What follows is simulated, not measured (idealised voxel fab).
process module | voxel double patterning
cross-section cut | 270 nm wide | cells 5 nm
A cross-section is a grid of square cells, given in bands from the top down. A band is one or more rows of cells.
Each band's line starts with the height of the band's top and of its bottom, in nm. Then come its materials from left to right, each with its width in nm. One material with "throughout" fills the band from edge to edge. "air" is empty space.
Height 0 is the level under which the wafer as received is all one material. The lowest band goes on downwards, as in "0 down".
A width such as "30 to 40" changes by the same amount from each row of cells to the next, from the band's top row to its bottom row.
"no change" after a step means that no cell of the cross-section changed.
closed voids: empty space of 8 cells or more with no open way to the top, each as width x height at its distance from the left edge, in nm
after a step's settings: what the simulator itself notes on the step
overlay nm, on a step with a mask: how far to the right of its planned place the mask lay; to the left if negative
plan
1 op RECEIVE | material Si
2 op CONFORMAL_DEP | material SiO2 | thk nm 10
3 op DIRECTIONAL_DEP | material TiN | thk nm 20
4 op DIRECTIONAL_DEP | material SiN | thk nm 5
5 op DIRECTIONAL_DEP | material aC | thk nm 10
6 op PATTERN | tone open | mask id FIRST | material resist | width nm 15 | pitch nm 50 | thk nm 30 | overlay nm 0
7 op DIRECTIONAL_ETCH | etch materials aC | depth nm 10
8 op STRIP | etch materials resist
9 op DIRECTIONAL_ETCH | etch materials SiN | depth nm 5
10 op STRIP | etch materials aC
11 op DIRECTIONAL_DEP | material aC | thk nm 10
12 op PATTERN | tone open | mask id SECOND | material resist | width nm 15 | pitch nm 50 | thk nm 30 | overlay nm 0
13 op DIRECTIONAL_ETCH | etch materials aC | depth nm 10
14 op STRIP | etch materials resist
15 op DIRECTIONAL_ETCH | etch materials SiN | depth nm 5
16 op STRIP | etch materials aC
17 op DIRECTIONAL_ETCH | etch materials TiN | depth nm 20
18 op STRIP | etch materials SiN
varied across the wafers: thk nm of step 4. The plan shows the first wafer's value. All wafers start alike
first wafer as received, after step 1
  0 down: Si throughout
  closed voids: none
each wafer at the end: cells of each material gained (+) or lost (-) since it was received, then its closed voids
thk nm 5 | +108 SiO2 | +156 TiN | closed voids: none
thk nm 10 | +108 SiO2 | +216 TiN | closed voids: none
thk nm 15 | +108 SiO2 | +216 TiN | closed voids: none
thk nm 20 | +108 SiO2 | +216 TiN | closed voids: none
